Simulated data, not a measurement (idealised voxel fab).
process module | voxel gate over fins
cross-section cut | 225 nm wide | cells 5 nm
A cross-section is a grid of square cells, given in bands from the top down. A band is one or more rows of cells.
Each band's line starts with the height of the band's top and of its bottom, in nm. Then come its materials from left to right, each with its width in nm. One material with "throughout" fills the band from edge to edge. "air" is empty space.
Height 0 is the level under which the wafer as received is all one material. The lowest band goes on downwards, as in "0 down".
A width such as "30 to 40" changes by the same amount from each row of cells to the next, from the band's top row to its bottom row.
"no change" after a step means that no cell of the cross-section changed.
closed voids: empty space of 8 cells or more with no open way to the top, each as width x height at its distance from the left edge, in nm
after a step's settings: what the simulator itself notes on the step
overlay nm, on a step with a mask: how far to the right of its planned place the mask lay; to the left if negative
plan
1 op RECEIVE | material Si
2 op CONFORMAL_DEP | material SiN | thk nm 5
3 op PATTERN | tone cover | mask id FINS | material resist | width nm 15 | pitch nm 35 | thk nm 15 | overlay nm 0
4 op DIRECTIONAL_ETCH | etch materials SiN | depth nm 5
5 op DIRECTIONAL_ETCH | etch materials Si | depth nm 40
6 op STRIP | etch materials resist
7 op OXIDIZE | depth nm 5
8 op FILL_DEP | material SiO2 | thk nm 15
9 op CMP | height nm 5
10 op SELECTIVE_ETCH | etch materials SiO2 | depth nm 20
11 op STRIP | etch materials SiN
12 op CONFORMAL_DEP | material HfO2 | thk nm 5
13 op CONFORMAL_DEP | material TiN | thk nm 5
14 op FILL_DEP | material W | thk nm 15
15 op CMP | height nm 20
16 op CONFORMAL_DEP | material SiCN | thk nm 5
as received, after step 1
  0 down: Si throughout
  closed voids: none
a wafer at the end: this start, this plan, one mistake
  25 to 20: SiCN throughout
  20 to 10: W throughout
  10 to 5: W 65 | TiN 25 | W 10 | TiN 25 | W 10 | TiN 25 | W 65
  5 to 0: W 65 | TiN 5 | HfO2 15 | TiN 5 | W 10 | TiN 5 | HfO2 15 | TiN 5 | W 10 | TiN 5 | HfO2 15 | TiN 5 | W 65
  0 to -5: W 65 | TiN 5 | HfO2 5 | Si 5 | HfO2 5 | TiN 5 | W 10 | TiN 5 | HfO2 5 | Si 5 | HfO2 5 | TiN 5 | W 10 | TiN 5 | HfO2 5 | Si 5 | HfO2 5 | TiN 5 | W 65
  -5 to -10: TiN 70 | HfO2 5 | Si 5 | HfO2 5 | TiN 20 | HfO2 5 | Si 5 | HfO2 5 | TiN 20 | HfO2 5 | Si 5 | HfO2 5 | TiN 70
  -10 to -15: HfO2 75 | Si 5 | HfO2 30 | Si 5 | HfO2 30 | Si 5 | HfO2 75
  -15 to -55: SiO2 75 | Si 5 | SiO2 30 | Si 5 | SiO2 30 | Si 5 | SiO2 75
  -55 down: Si throughout
  closed voids: none
what went wrong: step 5 ran as: op DIRECTIONAL_ETCH | etch materials Si | depth nm 50
